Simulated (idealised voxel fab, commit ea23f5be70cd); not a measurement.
Presented below is a process module, voxel air gaps.
The cross-section shown here is cut; it is 250 nm wide and divided into square cells measuring 5 nm on a side.
Notation: cross-section as square-cell grid; stated in bands, top first, going down; one or more cell rows per band. Band: top and bottom heights (nm) first, top before bottom; then materials from left to right, widths in nm. "throughout" marks a sole material filling the band edge to edge. "blank" denotes empty space. Height 0 is the level under which the wafer as received is all one material. The lowest band goes on downwards, as in "top 0, no bottom". Width spec "30..40" -> top row of cells at first value, bottom row at second value, equal per-row change in between. The cross-section has no changed cell in any step marked "nothing was modified". Look at "Enclosed void catalog" for the closed voids: empty spaces with no open path to the top, sized 8 cells or up. Each is width x height at distance, distance from the left edge, all nm. after a step's settings: what the simulator itself notes on the step. A step's line can hold "overlay nm"; with a mask on that step, the setting says how far right of the planned place the mask lay, while a negative setting says it lay to the left.
## Planned step list for the process
1 RECEIVE,material Si
2 CONFORMAL_DEP,material SiO2,thk nm 15
3 CONFORMAL_DEP,material SiN,thk nm 5
4 DIRECTIONAL_DEP,material SiO2,thk nm 40
5 DIRECTIONAL_DEP,material aC,thk nm 15
6 PATTERN,tone open,mask id LINES,material resist,width nm 15,pitch nm 40,thk nm 35,overlay nm 0
7 DIRECTIONAL_ETCH,etch materials aC,depth nm 15
8 STRIP,etch materials resist
9 DIRECTIONAL_ETCH,etch materials SiO2,depth nm 40
10 STRIP,etch materials aC
11 CONFORMAL_DEP,material TiN,thk nm 5
12 FILL_DEP,material Cu,thk nm 5
13 CMP,height nm 60
14 EPI,material Ru,thk nm 10
15 SELECTIVE_ETCH,etch materials SiO2,depth nm 50
16 CONFORMAL_DEP,material SiCN,thk nm 5
## first wafer, as planned
## Cross-section, incoming material, after step 1
* top 0, no bottom: Si throughout
* Enclosed void catalog: none
## State of the wafer after step 2, shown in cross-section
* top 15, bottom 0: SiO2 throughout
* Below a height of 0, the structure has not been altered.
## State of the wafer after step 3, shown in cross-section
* top 20, bottom 15: SiN throughout
* Below a height of 15, the structure has not been altered.
## State of the wafer after step 4, shown in cross-section
* top 60, bottom 20: SiO2 throughout
* Below a height of 20, the structure has not been altered.
## State of the wafer after step 5, shown in cross-section
* top 75, bottom 60: aC throughout
* Below a height of 60, the structure has not been altered.
## State of the wafer after step 6, shown in cross-section
* top 110, bottom 75: resist 75 nm; blank 15 nm; resist 25 nm; blank 15 nm; resist 25 nm; blank 15 nm; resist 80 nm
* Below a height of 75, the structure has not been altered.
## State of the wafer after step 7, shown in cross-section
* top 95, bottom 75: resist 75 nm; blank 15 nm; resist 25 nm; blank 15 nm; resist 25 nm; blank 15 nm; resist 80 nm
* top 75, bottom 60: aC 75 nm; blank 15 nm; aC 25 nm; blank 15 nm; aC 25 nm; blank 15 nm; aC 80 nm
* Below a height of 60, the structure has not been altered.
## State of the wafer after step 8, shown in cross-section
* top 75, bottom 60: aC 75 nm; blank 15 nm; aC 25 nm; blank 15 nm; aC 25 nm; blank 15 nm; aC 80 nm
* Below a height of 60, the structure has not been altered.
## State of the wafer after step 9, shown in cross-section
* top 75, bottom 60: aC 75 nm; blank 15 nm; aC 25 nm; blank 15 nm; aC 25 nm; blank 15 nm; aC 80 nm
* top 60, bottom 20: SiO2 75 nm; blank 15 nm; SiO2 25 nm; blank 15 nm; SiO2 25 nm; blank 15 nm; SiO2 80 nm
* Below a height of 20, the structure has not been altered.
## State of the wafer after step 10, shown in cross-section
* top 60, bottom 20: SiO2 75 nm; blank 15 nm; SiO2 25 nm; blank 15 nm; SiO2 25 nm; blank 15 nm; SiO2 80 nm
* Below a height of 20, the structure has not been altered.
## State of the wafer after step 11, shown in cross-section
* top 65, bottom 60: TiN 80 nm; blank 5 nm; TiN 35 nm; blank 5 nm; TiN 35 nm; blank 5 nm; TiN 85 nm
* top 60, bottom 25: SiO2 75 nm; TiN 5 nm; blank 5 nm; TiN 5 nm; SiO2 25 nm; TiN 5 nm; blank 5 nm; TiN 5 nm; SiO2 25 nm; TiN 5 nm; blank 5 nm; TiN 5 nm; SiO2 80 nm
* top 25, bottom 20: SiO2 75 nm; TiN 15 nm; SiO2 25 nm; TiN 15 nm; SiO2 25 nm; TiN 15 nm; SiO2 80 nm
* Below a height of 20, the structure has not been altered.
## State of the wafer after step 12, shown in cross-section
* top 70, bottom 65: Cu throughout
* top 65, bottom 60: TiN 80 nm; Cu 5 nm; TiN 35 nm; Cu 5 nm; TiN 35 nm; Cu 5 nm; TiN 85 nm
* top 60, bottom 25: SiO2 75 nm; TiN 5 nm; Cu 5 nm; TiN 5 nm; SiO2 25 nm; TiN 5 nm; Cu 5 nm; TiN 5 nm; SiO2 25 nm; TiN 5 nm; Cu 5 nm; TiN 5 nm; SiO2 80 nm
* Below a height of 25, the structure has not been altered.
## State of the wafer after step 13, shown in cross-section
* top 60, bottom 25: SiO2 75 nm; TiN 5 nm; Cu 5 nm; TiN 5 nm; SiO2 25 nm; TiN 5 nm; Cu 5 nm; TiN 5 nm; SiO2 25 nm; TiN 5 nm; Cu 5 nm; TiN 5 nm; SiO2 80 nm
* Below a height of 25, the structure has not been altered.
## State of the wafer after step 14, shown in cross-section
* top 70, bottom 60: blank 65 nm; Ru 35 nm; blank 5 nm; Ru 35 nm; blank 5 nm; Ru 35 nm; blank 70 nm
* Below a height of 60, the structure has not been altered.
## State of the wafer after step 15, shown in cross-section
* top 70, bottom 60: blank 65 nm; Ru 35 nm; blank 5 nm; Ru 35 nm; blank 5 nm; Ru 35 nm; blank 70 nm
* top 60, bottom 25: blank 75 nm; TiN 5 nm; Cu 5 nm; TiN 5 nm; blank 25 nm; TiN 5 nm; Cu 5 nm; TiN 5 nm; blank 25 nm; TiN 5 nm; Cu 5 nm; TiN 5 nm; blank 80 nm
* top 25, bottom 20: blank 75 nm; TiN 15 nm; blank 25 nm; TiN 15 nm; blank 25 nm; TiN 15 nm; blank 80 nm
* Below a height of 20, the structure has not been altered.
## State of the wafer after step 16, shown in cross-section
* top 75, bottom 70: blank 60 nm; SiCN 125 nm; blank 65 nm
* top 70, bottom 60: blank 60 nm; SiCN 5 nm; Ru 35 nm; SiCN 5 nm; Ru 35 nm; SiCN 5 nm; Ru 35 nm; SiCN 5 nm; blank 65 nm
* top 60, bottom 55: blank 60 nm; SiCN 15 nm; TiN 5 nm; Cu 5 nm; TiN 5 nm; SiCN 25 nm; TiN 5 nm; Cu 5 nm; TiN 5 nm; SiCN 25 nm; TiN 5 nm; Cu 5 nm; TiN 5 nm; SiCN 15 nm; blank 65 nm
* top 55, bottom 25: blank 70 nm; SiCN 5 nm; TiN 5 nm; Cu 5 nm; TiN 5 nm; SiCN 5 nm; blank 15 nm; SiCN 5 nm; TiN 5 nm; Cu 5 nm; TiN 5 nm; SiCN 5 nm; blank 15 nm; SiCN 5 nm; TiN 5 nm; Cu 5 nm; TiN 5 nm; SiCN 5 nm; blank 75 nm
* top 25, bottom 20: SiCN 75 nm; TiN 15 nm; SiCN 25 nm; TiN 15 nm; SiCN 25 nm; TiN 15 nm; SiCN 80 nm
* Below a height of 20, the structure has not been altered.
* Enclosed void catalog: 15 x 30 at 95; 15 x 30 at 135
## Wafer two. Identical start, identical plan. One mistake in execution. Identical history through step 11
## Second wafer: cross-section at the scheduled end of step 12
* top 70, bottom 65: aC throughout
* top 65, bottom 60: TiN 80 nm; aC 5 nm; TiN 35 nm; aC 5 nm; TiN 35 nm; aC 5 nm; TiN 85 nm
* top 60, bottom 25: SiO2 75 nm; TiN 5 nm; aC 5 nm; TiN 5 nm; SiO2 25 nm; TiN 5 nm; aC 5 nm; TiN 5 nm; SiO2 25 nm; TiN 5 nm; aC 5 nm; TiN 5 nm; SiO2 80 nm
* Below a height of 25, the structure has not been altered.
## Second wafer: cross-section at the scheduled end of step 13
* top 60, bottom 25: SiO2 75 nm; TiN 5 nm; aC 5 nm; TiN 5 nm; SiO2 25 nm; TiN 5 nm; aC 5 nm; TiN 5 nm; SiO2 25 nm; TiN 5 nm; aC 5 nm; TiN 5 nm; SiO2 80 nm
* Below a height of 25, the structure has not been altered.
## Second wafer: cross-section at the scheduled end of step 14
* top 70, bottom 60: blank 65 nm; Ru 35 nm; blank 5 nm; Ru 35 nm; blank 5 nm; Ru 35 nm; blank 70 nm
* Below a height of 60, the structure has not been altered.
## Second wafer: cross-section at the scheduled end of step 15
* top 70, bottom 60: blank 65 nm; Ru 35 nm; blank 5 nm; Ru 35 nm; blank 5 nm; Ru 35 nm; blank 70 nm
* top 60, bottom 25: blank 75 nm; TiN 5 nm; aC 5 nm; TiN 5 nm; blank 25 nm; TiN 5 nm; aC 5 nm; TiN 5 nm; blank 25 nm; TiN 5 nm; aC 5 nm; TiN 5 nm; blank 80 nm
* top 25, bottom 20: blank 75 nm; TiN 15 nm; blank 25 nm; TiN 15 nm; blank 25 nm; TiN 15 nm; blank 80 nm
* Below a height of 20, the structure has not been altered.
## Second wafer: cross-section at the scheduled end of step 16
* top 75, bottom 70: blank 60 nm; SiCN 125 nm; blank 65 nm
* top 70, bottom 60: blank 60 nm; SiCN 5 nm; Ru 35 nm; SiCN 5 nm; Ru 35 nm; SiCN 5 nm; Ru 35 nm; SiCN 5 nm; blank 65 nm
* top 60, bottom 55: blank 60 nm; SiCN 15 nm; TiN 5 nm; aC 5 nm; TiN 5 nm; SiCN 25 nm; TiN 5 nm; aC 5 nm; TiN 5 nm; SiCN 25 nm; TiN 5 nm; aC 5 nm; TiN 5 nm; SiCN 15 nm; blank 65 nm
* top 55, bottom 25: blank 70 nm; SiCN 5 nm; TiN 5 nm; aC 5 nm; TiN 5 nm; SiCN 5 nm; blank 15 nm; SiCN 5 nm; TiN 5 nm; aC 5 nm; TiN 5 nm; SiCN 5 nm; blank 15 nm; SiCN 5 nm; TiN 5 nm; aC 5 nm; TiN 5 nm; SiCN 5 nm; blank 75 nm
* top 25, bottom 20: SiCN 75 nm; TiN 15 nm; SiCN 25 nm; TiN 15 nm; SiCN 25 nm; TiN 15 nm; SiCN 80 nm
* Below a height of 20, the structure has not been altered.
* Enclosed void catalog: 15 x 30 at 95; 15 x 30 at 135
Against the plan, the run slipped here: step 12 off recipe, ran as FILL_DEP,material aC,thk nm 5
Final cells, second wafer relative to first, materials higher or lower: Cu: 21 fewer; aC: 21 more
